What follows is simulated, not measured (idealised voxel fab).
Title: Process Module voxel trench capacitor
The figure presents cross-section cut, which has a width of 210 nm and is divided into square cells with an edge length of 5 nm.
Bands, listed from the top down, are how a cross-section gets written in this document; the cross-section itself is a grid of square cells, and a band is one or more rows of them.
This entry defines a band. It first specifies the height of the band's top and the height of its bottom in nm, and then specifies the band's materials from left to right, stating each material with its width in nm. The word "throughout" identifies a single material that fills the band from edge to edge, while the word "air" identifies empty space.
Heights are measured from 0, the level below which the as-received wafer is all one material; the lowest band has no bottom and continues downward, written as in "0..down".
Per-row width for "30..40": begins at first number (top row of band), ends at second number (bottom row), increment between rows held constant.
"nothing was modified" after a step means that no cell of the cross-section changed.
Enclosed voids (no open way to top), threshold 8 cells or more, entry "Unvented internal voids", notation width x height at distance, distance from left edge, nm.
Read whatever lies past the settings on a step's line as the simulator's own remark about the step.
You can add "overlay nm" to a step's line. For a step with a mask, it describes how far the mask lay to the right of its planned position, and a negative number describes a lay to the left.
Before/after cross-section pairs, one process step each; after shown to lowest changed band; step and settings beneath. Pairs may be from different runs of this module on the same starting wafer; a pair continues from the one above only where its "Pre-processing view" entry says so.

Pre-processing view
* 0..down: Si throughout
* Unvented internal voids: none

Post-Step Geometry
* 10..0: SiN throughout
* Under 0: no change, same as before.
* Unvented internal voids: none
Between the cross-sections above, the step performed was CONFORMAL_DEP,material SiN,thk nm 10

Pre-processing view: this step begins from the cross-section that the pair just above shows after its step.

Post-Step Geometry
* 25..10: 40 of resist; 20 of air; 15 of resist; 20 of air; 15 of resist; 20 of air; 15 of resist; 20 of air; 45 of resist
* Under 10: no change, same as before.
* Unvented internal voids: none
Between the cross-sections above, the step performed was PATTERN,tone open,mask id TRENCH,material resist,width nm 20,pitch nm 35,thk nm 15,overlay nm 0

Pre-processing view: this step begins from the cross-section that the pair just above shows after its step.

Post-Step Geometry
* 25..10: 40 of resist; 20 of air; 15 of resist; 20 of air; 15 of resist; 20 of air; 15 of resist; 20 of air; 45 of resist
* 10..0: 40 of SiN; 20 of air; 15 of SiN; 20 of air; 15 of SiN; 20 of air; 15 of SiN; 20 of air; 45 of SiN
* Under 0: no change, same as before.
* Unvented internal voids: none
Between the cross-sections above, the step performed was DIRECTIONAL_ETCH,etch materials SiN,depth nm 10

Pre-processing view: this step begins from the cross-section that the pair just above shows after its step.

Post-Step Geometry
* 25..10: 40 of resist; 20 of air; 15 of resist; 20 of air; 15 of resist; 20 of air; 15 of resist; 20 of air; 45 of resist
* 10..0: 40 of SiN; 20 of air; 15 of SiN; 20 of air; 15 of SiN; 20 of air; 15 of SiN; 20 of air; 45 of SiN
* 0..-25: 40 of Si; 20 of air; 15 of Si; 20 of air; 15 of Si; 20 of air; 15 of Si; 20 of air; 45 of Si
* Under -25: no change, same as before.
* Unvented internal voids: none
Between the cross-sections above, the step performed was DIRECTIONAL_ETCH,etch materials Si,depth nm 25

Pre-processing view: this step begins from the cross-section that the pair just above shows after its step.

Post-Step Geometry
* 10..0: 40 of SiN; 20 of air; 15 of SiN; 20 of air; 15 of SiN; 20 of air; 15 of SiN; 20 of air; 45 of SiN
* Under 0: no change, same as before.
* Unvented internal voids: none
Between the cross-sections above, the step performed was STRIP,etch materials resist

Pre-processing view: this step begins from the cross-section that the pair just above shows after its step.

Post-Step Geometry
* 15..10: 45 of SiO2; 10 of air; 25 of SiO2; 10 of air; 25 of SiO2; 10 of air; 25 of SiO2; 10 of air; 50 of SiO2
* 10..0: 40 of SiN; 5 of SiO2; 10 of air; 5 of SiO2; 15 of SiN; 5 of SiO2; 10 of air; 5 of SiO2; 15 of SiN; 5 of SiO2; 10 of air; 5 of SiO2; 15 of SiN; 5 of SiO2; 10 of air; 5 of SiO2; 45 of SiN
* 0..-20: 40 of Si; 5 of SiO2; 10 of air; 5 of SiO2; 15 of Si; 5 of SiO2; 10 of air; 5 of SiO2; 15 of Si; 5 of SiO2; 10 of air; 5 of SiO2; 15 of Si; 5 of SiO2; 10 of air; 5 of SiO2; 45 of Si
* -20..-25: 40 of Si; 20 of SiO2; 15 of Si; 20 of SiO2; 15 of Si; 20 of SiO2; 15 of Si; 20 of SiO2; 45 of Si
* Under -25: no change, same as before.
* Unvented internal voids: none
Between the cross-sections above, the step performed was CONFORMAL_DEP,material SiO2,thk nm 5

Pre-processing view: this step begins from the cross-section that the pair just above shows after its step.

Post-Step Geometry
* 20..15: polySi throughout
* 15..10: 45 of SiO2; 10 of polySi; 25 of SiO2; 10 of polySi; 25 of SiO2; 10 of polySi; 25 of SiO2; 10 of polySi; 50 of SiO2
* 10..0: 40 of SiN; 5 of SiO2; 10 of polySi; 5 of SiO2; 15 of SiN; 5 of SiO2; 10 of polySi; 5 of SiO2; 15 of SiN; 5 of SiO2; 10 of polySi; 5 of SiO2; 15 of SiN; 5 of SiO2; 10 of polySi; 5 of SiO2; 45 of SiN
* 0..-20: 40 of Si; 5 of SiO2; 10 of polySi; 5 of SiO2; 15 of Si; 5 of SiO2; 10 of polySi; 5 of SiO2; 15 of Si; 5 of SiO2; 10 of polySi; 5 of SiO2; 15 of Si; 5 of SiO2; 10 of polySi; 5 of SiO2; 45 of Si
* Under -20: no change, same as before.
* Unvented internal voids: none
Between the cross-sections above, the step performed was FILL_DEP,material polySi,thk nm 5

Pre-processing view: this step begins from the cross-section that the pair just above shows after its step.

Post-Step Geometry
* 10..0: 40 of SiN; 5 of SiO2; 10 of polySi; 5 of SiO2; 15 of SiN; 5 of SiO2; 10 of polySi; 5 of SiO2; 15 of SiN; 5 of SiO2; 10 of polySi; 5 of SiO2; 15 of SiN; 5 of SiO2; 10 of polySi; 5 of SiO2; 45 of SiN
* Under 0: no change, same as before.
* Unvented internal voids: none
Between the cross-sections above, the step performed was CMP,height nm 10

Pre-processing view
* 25..10: 40 of resist; 20 of air; 15 of resist; 20 of air; 15 of resist; 20 of air; 15 of resist; 20 of air; 45 of resist
* 10..0: 40 of SiN; 20 of air; 15 of SiN; 20 of air; 15 of SiN; 20 of air; 15 of SiN; 20 of air; 45 of SiN
* 0..-25: 40 of Si; 20 of air; 15 of Si; 20 of air; 15 of Si; 20 of air; 15 of Si; 20 of air; 45 of Si
* -25..down: Si throughout
* Unvented internal voids: none

Post-Step Geometry
* 25..10: 40 of resist; 20 of air; 15 of resist; 20 of air; 15 of resist; 20 of air; 15 of resist; 20 of air; 45 of resist
* 10..0: 40 of SiN; 20 of air; 15 of SiN; 20 of air; 15 of SiN; 20 of air; 15 of SiN; 20 of air; 45 of SiN
* 0..-50: 40 of Si; 20 of air; 15 of Si; 20 of air; 15 of Si; 20 of air; 15 of Si; 20 of air; 45 of Si
* Under -50: no change, same as before.
* Unvented internal voids: none
Between the cross-sections above, the step performed was DIRECTIONAL_ETCH,etch materials Si,depth nm 25

Pre-processing view: this step begins from the cross-section that the pair just above shows after its step.

Post-Step Geometry
* 10..0: 40 of SiN; 20 of air; 15 of SiN; 20 of air; 15 of SiN; 20 of air; 15 of SiN; 20 of air; 45 of SiN
* Under 0: no change, same as before.
* Unvented internal voids: none
Between the cross-sections above, the step performed was STRIP,etch materials resist

Pre-processing view: this step begins from the cross-section that the pair just above shows after its step.

Post-Step Geometry
* 15..10: 45 of SiO2; 10 of air; 25 of SiO2; 10 of air; 25 of SiO2; 10 of air; 25 of SiO2; 10 of air; 50 of SiO2
* 10..0: 40 of SiN; 5 of SiO2; 10 of air; 5 of SiO2; 15 of SiN; 5 of SiO2; 10 of air; 5 of SiO2; 15 of SiN; 5 of SiO2; 10 of air; 5 of SiO2; 15 of SiN; 5 of SiO2; 10 of air; 5 of SiO2; 45 of SiN
* 0..-45: 40 of Si; 5 of SiO2; 10 of air; 5 of SiO2; 15 of Si; 5 of SiO2; 10 of air; 5 of SiO2; 15 of Si; 5 of SiO2; 10 of air; 5 of SiO2; 15 of Si; 5 of SiO2; 10 of air; 5 of SiO2; 45 of Si
* -45..-50: 40 of Si; 20 of SiO2; 15 of Si; 20 of SiO2; 15 of Si; 20 of SiO2; 15 of Si; 20 of SiO2; 45 of Si
* Under -50: no change, same as before.
* Unvented internal voids: none
Between the cross-sections above, the step performed was CONFORMAL_DEP,material SiO2,thk nm 5

Pre-processing view: this step begins from the cross-section that the pair just above shows after its step.

Post-Step Geometry
* 20..15: polySi throughout
* 15..10: 45 of SiO2; 10 of polySi; 25 of SiO2; 10 of polySi; 25 of SiO2; 10 of polySi; 25 of SiO2; 10 of polySi; 50 of SiO2
* 10..0: 40 of SiN; 5 of SiO2; 10 of polySi; 5 of SiO2; 15 of SiN; 5 of SiO2; 10 of polySi; 5 of SiO2; 15 of SiN; 5 of SiO2; 10 of polySi; 5 of SiO2; 15 of SiN; 5 of SiO2; 10 of polySi; 5 of SiO2; 45 of SiN
* 0..-45: 40 of Si; 5 of SiO2; 10 of polySi; 5 of SiO2; 15 of Si; 5 of SiO2; 10 of polySi; 5 of SiO2; 15 of Si; 5 of SiO2; 10 of polySi; 5 of SiO2; 15 of Si; 5 of SiO2; 10 of polySi; 5 of SiO2; 45 of Si
* Under -45: no change, same as before.
* Unvented internal voids: none
Between the cross-sections above, the step performed was FILL_DEP,material polySi,thk nm 5

Pre-processing view: this step begins from the cross-section that the pair just above shows after its step.

Post-Step Geometry
* 10..0: 40 of SiN; 5 of SiO2; 10 of polySi; 5 of SiO2; 15 of SiN; 5 of SiO2; 10 of polySi; 5 of SiO2; 15 of SiN; 5 of SiO2; 10 of polySi; 5 of SiO2; 15 of SiN; 5 of SiO2; 10 of polySi; 5 of SiO2; 45 of SiN
* Under 0: no change, same as before.
* Unvented internal voids: none
Between the cross-sections above, the step performed was CMP,height nm 10

Pre-processing view
* 25..10: 40 of resist; 20 of air; 15 of resist; 20 of air; 15 of resist; 20 of air; 15 of resist; 20 of air; 45 of resist
* 10..0: 40 of SiN; 20 of air; 15 of SiN; 20 of air; 15 of SiN; 20 of air; 15 of SiN; 20 of air; 45 of SiN
* 0..down: Si throughout
* Unvented internal voids: none

Post-Step Geometry
* 10..0: 40 of SiN; 20 of air; 15 of SiN; 20 of air; 15 of SiN; 20 of air; 15 of SiN; 20 of air; 45 of SiN
* Under 0: no change, same as before.
* Unvented internal voids: none
Between the cross-sections above, the step performed was STRIP,etch materials resist

Pre-processing view: this step begins from the cross-section that the pair just above shows after its step.

Post-Step Geometry
* 10..0: 40 of SiN; 20 of air; 15 of SiN; 20 of air; 15 of SiN; 20 of air; 15 of SiN; 20 of air; 45 of SiN
* 0..-25: 40 of Si; 20 of air; 15 of Si; 20 of air; 15 of Si; 20 of air; 15 of Si; 20 of air; 45 of Si
* Under -25: no change, same as before.
* Unvented internal voids: none
Between the cross-sections above, the step performed was DIRECTIONAL_ETCH,etch materials Si,depth nm 25

Pre-processing view
* 0..down: Si throughout
* Unvented internal voids: none

Post-Step Geometry
* 5..0: SiN throughout
* Under 0: no change, same as before.
* Unvented internal voids: none
Between the cross-sections above, the step performed was CONFORMAL_DEP,material SiN,thk nm 5

Pre-processing view: this step begins from the cross-section that the pair just above shows after its step.

Post-Step Geometry
* 20..5: 40 of resist; 20 of air; 15 of resist; 20 of air; 15 of resist; 20 of air; 15 of resist; 20 of air; 45 of resist
* Under 5: no change, same as before.
* Unvented internal voids: none
Between the cross-sections above, the step performed was PATTERN,tone open,mask id TRENCH,material resist,width nm 20,pitch nm 35,thk nm 15,overlay nm 0

Pre-processing view: this step begins from the cross-section that the pair just above shows after its step.

Post-Step Geometry
* 20..5: 40 of resist; 20 of air; 15 of resist; 20 of air; 15 of resist; 20 of air; 15 of resist; 20 of air; 45 of resist
* 5..0: 40 of SiN; 20 of air; 15 of SiN; 20 of air; 15 of SiN; 20 of air; 15 of SiN; 20 of air; 45 of SiN
* Under 0: no change, same as before.
* Unvented internal voids: none
Between the cross-sections above, the step performed was DIRECTIONAL_ETCH,etch materials SiN,depth nm 10

Pre-processing view: this step begins from the cross-section that the pair just above shows after its step.

Post-Step Geometry
* 20..5: 40 of resist; 20 of air; 15 of resist; 20 of air; 15 of resist; 20 of air; 15 of resist; 20 of air; 45 of resist
* 5..0: 40 of SiN; 20 of air; 15 of SiN; 20 of air; 15 of SiN; 20 of air; 15 of SiN; 20 of air; 45 of SiN
* 0..-25: 40 of Si; 20 of air; 15 of Si; 20 of air; 15 of Si; 20 of air; 15 of Si; 20 of air; 45 of Si
* Under -25: no change, same as before.
* Unvented internal voids: none
Between the cross-sections above, the step performed was DIRECTIONAL_ETCH,etch materials Si,depth nm 25

Pre-processing view: this step begins from the cross-section that the pair just above shows after its step.

Post-Step Geometry
* 5..0: 40 of SiN; 20 of air; 15 of SiN; 20 of air; 15 of SiN; 20 of air; 15 of SiN; 20 of air; 45 of SiN
* Under 0: no change, same as before.
* Unvented internal voids: none
Between the cross-sections above, the step performed was STRIP,etch materials resist

Pre-processing view: this step begins from the cross-section that the pair just above shows after its step.

Post-Step Geometry
* 10..5: 45 of SiO2; 10 of air; 25 of SiO2; 10 of air; 25 of SiO2; 10 of air; 25 of SiO2; 10 of air; 50 of SiO2
* 5..0: 40 of SiN; 5 of SiO2; 10 of air; 5 of SiO2; 15 of SiN; 5 of SiO2; 10 of air; 5 of SiO2; 15 of SiN; 5 of SiO2; 10 of air; 5 of SiO2; 15 of SiN; 5 of SiO2; 10 of air; 5 of SiO2; 45 of SiN
* 0..-20: 40 of Si; 5 of SiO2; 10 of air; 5 of SiO2; 15 of Si; 5 of SiO2; 10 of air; 5 of SiO2; 15 of Si; 5 of SiO2; 10 of air; 5 of SiO2; 15 of Si; 5 of SiO2; 10 of air; 5 of SiO2; 45 of Si
* -20..-25: 40 of Si; 20 of SiO2; 15 of Si; 20 of SiO2; 15 of Si; 20 of SiO2; 15 of Si; 20 of SiO2; 45 of Si
* Under -25: no change, same as before.
* Unvented internal voids: none
Between the cross-sections above, the step performed was CONFORMAL_DEP,material SiO2,thk nm 5

Pre-processing view: this step begins from the cross-section that the pair just above shows after its step.

Post-Step Geometry
* 15..10: polySi throughout
* 10..5: 45 of SiO2; 10 of polySi; 25 of SiO2; 10 of polySi; 25 of SiO2; 10 of polySi; 25 of SiO2; 10 of polySi; 50 of SiO2
* 5..0: 40 of SiN; 5 of SiO2; 10 of polySi; 5 of SiO2; 15 of SiN; 5 of SiO2; 10 of polySi; 5 of SiO2; 15 of SiN; 5 of SiO2; 10 of polySi; 5 of SiO2; 15 of SiN; 5 of SiO2; 10 of polySi; 5 of SiO2; 45 of SiN
* 0..-20: 40 of Si; 5 of SiO2; 10 of polySi; 5 of SiO2; 15 of Si; 5 of SiO2; 10 of polySi; 5 of SiO2; 15 of Si; 5 of SiO2; 10 of polySi; 5 of SiO2; 15 of Si; 5 of SiO2; 10 of polySi; 5 of SiO2; 45 of Si
* Under -20: no change, same as before.
* Unvented internal voids: none
Between the cross-sections above, the step performed was FILL_DEP,material polySi,thk nm 5

Pre-processing view: this step begins from the cross-section that the pair just above shows after its step.

Post-Step Geometry
* 10..5: 45 of SiO2; 10 of polySi; 25 of SiO2; 10 of polySi; 25 of SiO2; 10 of polySi; 25 of SiO2; 10 of polySi; 50 of SiO2
* Under 5: no change, same as before.
* Unvented internal voids: none
Between the cross-sections above, the step performed was CMP,height nm 10

Pre-processing view
* 10..0: SiN throughout
* 0..down: Si throughout
* Unvented internal voids: none

Post-Step Geometry
* 25..10: 45 of resist; 15 of air; 20 of resist; 15 of air; 20 of resist; 15 of air; 20 of resist; 15 of air; 45 of resist
* Under 10: no change, same as before.
* Unvented internal voids: none
Between the cross-sections above, the step performed was PATTERN,tone open,mask id TRENCH,material resist,width nm 15,pitch nm 35,thk nm 15,overlay nm 0

Pre-processing view: this step begins from the cross-section that the pair just above shows after its step.

Post-Step Geometry
* 25..10: 45 of resist; 15 of air; 20 of resist; 15 of air; 20 of resist; 15 of air; 20 of resist; 15 of air; 45 of resist
* 10..0: 45 of SiN; 15 of air; 20 of SiN; 15 of air; 20 of SiN; 15 of air; 20 of SiN; 15 of air; 45 of SiN
* Under 0: no change, same as before.
* Unvented internal voids: none
Between the cross-sections above, the step performed was DIRECTIONAL_ETCH,etch materials SiN,depth nm 10

Pre-processing view: this step begins from the cross-section that the pair just above shows after its step.

Post-Step Geometry
* 25..10: 45 of resist; 15 of air; 20 of resist; 15 of air; 20 of resist; 15 of air; 20 of resist; 15 of air; 45 of resist
* 10..0: 45 of SiN; 15 of air; 20 of SiN; 15 of air; 20 of SiN; 15 of air; 20 of SiN; 15 of air; 45 of SiN
* 0..-25: 45 of Si; 15 of air; 20 of Si; 15 of air; 20 of Si; 15 of air; 20 of Si; 15 of air; 45 of Si
* Under -25: no change, same as before.
* Unvented internal voids: none
Between the cross-sections above, the step performed was DIRECTIONAL_ETCH,etch materials Si,depth nm 25

Pre-processing view: this step begins from the cross-section that the pair just above shows after its step.

Post-Step Geometry
* 10..0: 45 of SiN; 15 of air; 20 of SiN; 15 of air; 20 of SiN; 15 of air; 20 of SiN; 15 of air; 45 of SiN
* Under 0: no change, same as before.
* Unvented internal voids: none
Between the cross-sections above, the step performed was STRIP,etch materials resist

Pre-processing view: this step begins from the cross-section that the pair just above shows after its step.

Post-Step Geometry
* 15..10: 50 of SiO2; 5 of air; 30 of SiO2; 5 of air; 30 of SiO2; 5 of air; 30 of SiO2; 5 of air; 50 of SiO2
* 10..0: 45 of SiN; 5 of SiO2; 5 of air; 5 of SiO2; 20 of SiN; 5 of SiO2; 5 of air; 5 of SiO2; 20 of SiN; 5 of SiO2; 5 of air; 5 of SiO2; 20 of SiN; 5 of SiO2; 5 of air; 5 of SiO2; 45 of SiN
* 0..-20: 45 of Si; 5 of SiO2; 5 of air; 5 of SiO2; 20 of Si; 5 of SiO2; 5 of air; 5 of SiO2; 20 of Si; 5 of SiO2; 5 of air; 5 of SiO2; 20 of Si; 5 of SiO2; 5 of air; 5 of SiO2; 45 of Si
* -20..-25: 45 of Si; 15 of SiO2; 20 of Si; 15 of SiO2; 20 of Si; 15 of SiO2; 20 of Si; 15 of SiO2; 45 of Si
* Under -25: no change, same as before.
* Unvented internal voids: none
Between the cross-sections above, the step performed was CONFORMAL_DEP,material SiO2,thk nm 5

Pre-processing view: this step begins from the cross-section that the pair just above shows after its step.

Post-Step Geometry
* 20..15: polySi throughout
* 15..10: 50 of SiO2; 5 of polySi; 30 of SiO2; 5 of polySi; 30 of SiO2; 5 of polySi; 30 of SiO2; 5 of polySi; 50 of SiO2
* 10..0: 45 of SiN; 5 of SiO2; 5 of polySi; 5 of SiO2; 20 of SiN; 5 of SiO2; 5 of polySi; 5 of SiO2; 20 of SiN; 5 of SiO2; 5 of polySi; 5 of SiO2; 20 of SiN; 5 of SiO2; 5 of polySi; 5 of SiO2; 45 of SiN
* 0..-20: 45 of Si; 5 of SiO2; 5 of polySi; 5 of SiO2; 20 of Si; 5 of SiO2; 5 of polySi; 5 of SiO2; 20 of Si; 5 of SiO2; 5 of polySi; 5 of SiO2; 20 of Si; 5 of SiO2; 5 of polySi; 5 of SiO2; 45 of Si
* Under -20: no change, same as before.
* Unvented internal voids: none
Between the cross-sections above, the step performed was FILL_DEP,material polySi,thk nm 5

Pre-processing view: this step begins from the cross-section that the pair just above shows after its step.

Post-Step Geometry
* 10..0: 45 of SiN; 5 of SiO2; 5 of polySi; 5 of SiO2; 20 of SiN; 5 of SiO2; 5 of polySi; 5 of SiO2; 20 of SiN; 5 of SiO2; 5 of polySi; 5 of SiO2; 20 of SiN; 5 of SiO2; 5 of polySi; 5 of SiO2; 45 of SiN
* Under 0: no change, same as before.
* Unvented internal voids: none
Between the cross-sections above, the step performed was CMP,height nm 10

Pre-processing view
* 10..0: SiN throughout
* 0..down: Si throughout
* Unvented internal voids: none

Post-Step Geometry
* 25..10: 50 of resist; 20 of air; 15 of resist; 20 of air; 15 of resist; 20 of air; 15 of resist; 20 of air; 35 of resist
* Under 10: no change, same as before.
* Unvented internal voids: none
Between the cross-sections above, the step performed was PATTERN,tone open,mask id TRENCH,material resist,width nm 20,pitch nm 35,thk nm 15,overlay nm 10

Pre-processing view: this step begins from the cross-section that the pair just above shows after its step.

Post-Step Geometry
* 25..10: 50 of resist; 20 of air; 15 of resist; 20 of air; 15 of resist; 20 of air; 15 of resist; 20 of air; 35 of resist
* 10..0: 50 of SiN; 20 of air; 15 of SiN; 20 of air; 15 of SiN; 20 of air; 15 of SiN; 20 of air; 35 of SiN
* Under 0: no change, same as before.
* Unvented internal voids: none
Between the cross-sections above, the step performed was DIRECTIONAL_ETCH,etch materials SiN,depth nm 10

Pre-processing view: this step begins from the cross-section that the pair just above shows after its step.

Post-Step Geometry
* 25..10: 50 of resist; 20 of air; 15 of resist; 20 of air; 15 of resist; 20 of air; 15 of resist; 20 of air; 35 of resist
* 10..0: 50 of SiN; 20 of air; 15 of SiN; 20 of air; 15 of SiN; 20 of air; 15 of SiN; 20 of air; 35 of SiN
* 0..-25: 50 of Si; 20 of air; 15 of Si; 20 of air; 15 of Si; 20 of air; 15 of Si; 20 of air; 35 of Si
* Under -25: no change, same as before.
* Unvented internal voids: none
Between the cross-sections above, the step performed was DIRECTIONAL_ETCH,etch materials Si,depth nm 25

Pre-processing view: this step begins from the cross-section that the pair just above shows after its step.

Post-Step Geometry
* 10..0: 50 of SiN; 20 of air; 15 of SiN; 20 of air; 15 of SiN; 20 of air; 15 of SiN; 20 of air; 35 of SiN
* Under 0: no change, same as before.
* Unvented internal voids: none
Between the cross-sections above, the step performed was STRIP,etch materials resist

Pre-processing view: this step begins from the cross-section that the pair just above shows after its step.

Post-Step Geometry
* 15..10: 55 of SiO2; 10 of air; 25 of SiO2; 10 of air; 25 of SiO2; 10 of air; 25 of SiO2; 10 of air; 40 of SiO2
* 10..0: 50 of SiN; 5 of SiO2; 10 of air; 5 of SiO2; 15 of SiN; 5 of SiO2; 10 of air; 5 of SiO2; 15 of SiN; 5 of SiO2; 10 of air; 5 of SiO2; 15 of SiN; 5 of SiO2; 10 of air; 5 of SiO2; 35 of SiN
* 0..-20: 50 of Si; 5 of SiO2; 10 of air; 5 of SiO2; 15 of Si; 5 of SiO2; 10 of air; 5 of SiO2; 15 of Si; 5 of SiO2; 10 of air; 5 of SiO2; 15 of Si; 5 of SiO2; 10 of air; 5 of SiO2; 35 of Si
* -20..-25: 50 of Si; 20 of SiO2; 15 of Si; 20 of SiO2; 15 of Si; 20 of SiO2; 15 of Si; 20 of SiO2; 35 of Si
* Under -25: no change, same as before.
* Unvented internal voids: none
Between the cross-sections above, the step performed was CONFORMAL_DEP,material SiO2,thk nm 5

Pre-processing view: this step begins from the cross-section that the pair just above shows after its step.

Post-Step Geometry
* 20..15: polySi throughout
* 15..10: 55 of SiO2; 10 of polySi; 25 of SiO2; 10 of polySi; 25 of SiO2; 10 of polySi; 25 of SiO2; 10 of polySi; 40 of SiO2
* 10..0: 50 of SiN; 5 of SiO2; 10 of polySi; 5 of SiO2; 15 of SiN; 5 of SiO2; 10 of polySi; 5 of SiO2; 15 of SiN; 5 of SiO2; 10 of polySi; 5 of SiO2; 15 of SiN; 5 of SiO2; 10 of polySi; 5 of SiO2; 35 of SiN
* 0..-20: 50 of Si; 5 of SiO2; 10 of polySi; 5 of SiO2; 15 of Si; 5 of SiO2; 10 of polySi; 5 of SiO2; 15 of Si; 5 of SiO2; 10 of polySi; 5 of SiO2; 15 of Si; 5 of SiO2; 10 of polySi; 5 of SiO2; 35 of Si
* Under -20: no change, same as before.
* Unvented internal voids: none
Between the cross-sections above, the step performed was FILL_DEP,material polySi,thk nm 5

Pre-processing view: this step begins from the cross-section that the pair just above shows after its step.

Post-Step Geometry
* 10..0: 50 of SiN; 5 of SiO2; 10 of polySi; 5 of SiO2; 15 of SiN; 5 of SiO2; 10 of polySi; 5 of SiO2; 15 of SiN; 5 of SiO2; 10 of polySi; 5 of SiO2; 15 of SiN; 5 of SiO2; 10 of polySi; 5 of SiO2; 35 of SiN
* Under 0: no change, same as before.
* Unvented internal voids: none
Between the cross-sections above, the step performed was CMP,height nm 10

Pre-processing view
* 0..down: Si throughout
* Unvented internal voids: none

Post-Step Geometry
* 10..0: polySi throughout
* Under 0: no change, same as before.
* Unvented internal voids: none
Between the cross-sections above, the step performed was CONFORMAL_DEP,material polySi,thk nm 10

Pre-processing view: this step begins from the cross-section that the pair just above shows after its step.

Post-Step Geometry
* 25..10: 40 of resist; 20 of air; 15 of resist; 20 of air; 15 of resist; 20 of air; 15 of resist; 20 of air; 45 of resist
* Under 10: no change, same as before.
* Unvented internal voids: none
Between the cross-sections above, the step performed was PATTERN,tone open,mask id TRENCH,material resist,width nm 20,pitch nm 35,thk nm 15,overlay nm 0

Pre-processing view: this step begins from the cross-section that the pair just above shows after its step.

Post-Step Geometry
* 25..10: 40 of resist; 20 of air; 15 of resist; 20 of air; 15 of resist; 20 of air; 15 of resist; 20 of air; 45 of resist
* 10..0: 40 of polySi; 20 of air; 15 of polySi; 20 of air; 15 of polySi; 20 of air; 15 of polySi; 20 of air; 45 of polySi
* 0..-15: 40 of Si; 20 of air; 15 of Si; 20 of air; 15 of Si; 20 of air; 15 of Si; 20 of air; 45 of Si
* Under -15: no change, same as before.
* Unvented internal voids: none
Between the cross-sections above, the step performed was DIRECTIONAL_ETCH,etch materials Si,depth nm 25

Pre-processing view: this step begins from the cross-section that the pair just above shows after its step.

Post-Step Geometry
* 10..0: 40 of polySi; 20 of air; 15 of polySi; 20 of air; 15 of polySi; 20 of air; 15 of polySi; 20 of air; 45 of polySi
* Under 0: no change, same as before.
* Unvented internal voids: none
Between the cross-sections above, the step performed was STRIP,etch materials resist

Pre-processing view: this step begins from the cross-section that the pair just above shows after its step.

Post-Step Geometry
* 15..10: 45 of SiO2; 10 of air; 25 of SiO2; 10 of air; 25 of SiO2; 10 of air; 25 of SiO2; 10 of air; 50 of SiO2
* 10..0: 40 of polySi; 5 of SiO2; 10 of air; 5 of SiO2; 15 of polySi; 5 of SiO2; 10 of air; 5 of SiO2; 15 of polySi; 5 of SiO2; 10 of air; 5 of SiO2; 15 of polySi; 5 of SiO2; 10 of air; 5 of SiO2; 45 of polySi
* 0..-10: 40 of Si; 5 of SiO2; 10 of air; 5 of SiO2; 15 of Si; 5 of SiO2; 10 of air; 5 of SiO2; 15 of Si; 5 of SiO2; 10 of air; 5 of SiO2; 15 of Si; 5 of SiO2; 10 of air; 5 of SiO2; 45 of Si
* -10..-15: 40 of Si; 20 of SiO2; 15 of Si; 20 of SiO2; 15 of Si; 20 of SiO2; 15 of Si; 20 of SiO2; 45 of Si
* Under -15: no change, same as before.
* Unvented internal voids: none
Between the cross-sections above, the step performed was CONFORMAL_DEP,material SiO2,thk nm 5

Pre-processing view: this step begins from the cross-section that the pair just above shows after its step.

Post-Step Geometry
* 20..15: polySi throughout
* 15..10: 45 of SiO2; 10 of polySi; 25 of SiO2; 10 of polySi; 25 of SiO2; 10 of polySi; 25 of SiO2; 10 of polySi; 50 of SiO2
* 10..0: 40 of polySi; 5 of SiO2; 10 of polySi; 5 of SiO2; 15 of polySi; 5 of SiO2; 10 of polySi; 5 of SiO2; 15 of polySi; 5 of SiO2; 10 of polySi; 5 of SiO2; 15 of polySi; 5 of SiO2; 10 of polySi; 5 of SiO2; 45 of polySi
* 0..-10: 40 of Si; 5 of SiO2; 10 of polySi; 5 of SiO2; 15 of Si; 5 of SiO2; 10 of polySi; 5 of SiO2; 15 of Si; 5 of SiO2; 10 of polySi; 5 of SiO2; 15 of Si; 5 of SiO2; 10 of polySi; 5 of SiO2; 45 of Si
* Under -10: no change, same as before.
* Unvented internal voids: none
Between the cross-sections above, the step performed was FILL_DEP,material polySi,thk nm 5

Pre-processing view: this step begins from the cross-section that the pair just above shows after its step.

Post-Step Geometry
* 10..0: 40 of polySi; 5 of SiO2; 10 of polySi; 5 of SiO2; 15 of polySi; 5 of SiO2; 10 of polySi; 5 of SiO2; 15 of polySi; 5 of SiO2; 10 of polySi; 5 of SiO2; 15 of polySi; 5 of SiO2; 10 of polySi; 5 of SiO2; 45 of polySi
* Under 0: no change, same as before.
* Unvented internal voids: none
Between the cross-sections above, the step performed was CMP,height nm 10

Pre-processing view
* 10..0: SiN throughout
* 0..down: Si throughout
* Unvented internal voids: none

Post-Step Geometry
* 25..10: 40 of air; 20 of resist; 15 of air; 20 of resist; 15 of air; 20 of resist; 15 of air; 20 of resist; 45 of air
* Under 10: no change, same as before.
* Unvented internal voids: none
Between the cross-sections above, the step performed was PATTERN,tone cover,mask id TRENCH,material resist,width nm 20,pitch nm 35,thk nm 15,overlay nm 0

Pre-processing view: this step begins from the cross-section that the pair just above shows after its step.

Post-Step Geometry
* 25..10: 40 of air; 20 of resist; 15 of air; 20 of resist; 15 of air; 20 of resist; 15 of air; 20 of resist; 45 of air
* 10..0: 40 of air; 20 of SiN; 15 of air; 20 of SiN; 15 of air; 20 of SiN; 15 of air; 20 of SiN; 45 of air
* Under 0: no change, same as before.
* Unvented internal voids: none
Between the cross-sections above, the step performed was DIRECTIONAL_ETCH,etch materials SiN,depth nm 10

Pre-processing view: this step begins from the cross-section that the pair just above shows after its step.

Post-Step Geometry
* 25..10: 40 of air; 20 of resist; 15 of air; 20 of resist; 15 of air; 20 of resist; 15 of air; 20 of resist; 45 of air
* 10..0: 40 of air; 20 of SiN; 15 of air; 20 of SiN; 15 of air; 20 of SiN; 15 of air; 20 of SiN; 45 of air
* 0..-25: 40 of air; 20 of Si; 15 of air; 20 of Si; 15 of air; 20 of Si; 15 of air; 20 of Si; 45 of air
* Under -25: no change, same as before.
* Unvented internal voids: none
Between the cross-sections above, the step performed was DIRECTIONAL_ETCH,etch materials Si,depth nm 25

Pre-processing view: this step begins from the cross-section that the pair just above shows after its step.

Post-Step Geometry
* 10..0: 40 of air; 20 of SiN; 15 of air; 20 of SiN; 15 of air; 20 of SiN; 15 of air; 20 of SiN; 45 of air
* Under 0: no change, same as before.
* Unvented internal voids: none
Between the cross-sections above, the step performed was STRIP,etch materials resist
